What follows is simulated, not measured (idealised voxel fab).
process module | voxel fin reveal
cross-section cut | 275 nm wide | cells 5 nm
A cross-section is a grid of square cells, given in bands from the top down. A band is one or more rows of cells.
Each band's line starts with the height of the band's top and of its bottom, in nm. Then come its materials from left to right, each with its width in nm. One material with "throughout" fills the band from edge to edge. "air" is empty space.
Height 0 is the level under which the wafer as received is all one material. The lowest band goes on downwards, as in "0 down".
A width such as "30 to 40" changes by the same amount from each row of cells to the next, from the band's top row to its bottom row.
"no change" after a step means that no cell of the cross-section changed.
closed voids: empty space of 8 cells or more with no open way to the top, each as width x height at its distance from the left edge, in nm
after a step's settings: what the simulator itself notes on the step
overlay nm, on a step with a mask: how far to the right of its planned place the mask lay; to the left if negative
plan
1 op RECEIVE | material Si
2 op CONFORMAL_DEP | material SiN | thk nm 5
3 op MASKED_ETCH | tone cover | mask id FINS | width nm 15 | pitch nm 35 | etch materials SiN | depth nm 5 | overlay nm 0
4 op MASKED_ETCH | tone cover | mask id FINS | width nm 15 | pitch nm 35 | etch materials Si | depth nm 40 | overlay nm 0
5 op OXIDIZE | depth nm 5
6 op FILL_DEP | material SiO2 | thk nm 15
7 op CMP | height nm 5
8 op SELECTIVE_ETCH | etch materials SiO2 | depth nm 20
9 op STRIP | etch materials SiN
as received, after step 1
  0 down: Si throughout
  closed voids: none
a wafer at the end: this start, this plan, one mistake
  0 to -15: air 80 | Si 5 | air 30 | Si 5 | air 30 | Si 5 | air 30 | Si 5 | air 85
  -15 to -50: SiO2 80 | Si 5 | SiO2 30 | Si 5 | SiO2 30 | Si 5 | SiO2 30 | Si 5 | SiO2 85
  -50 down: Si throughout
  closed voids: none
what went wrong: step 4 ran as: op MASKED_ETCH | tone cover | mask id FINS | width nm 15 | pitch nm 35 | etch materials Si | depth nm 45 | overlay nm 0
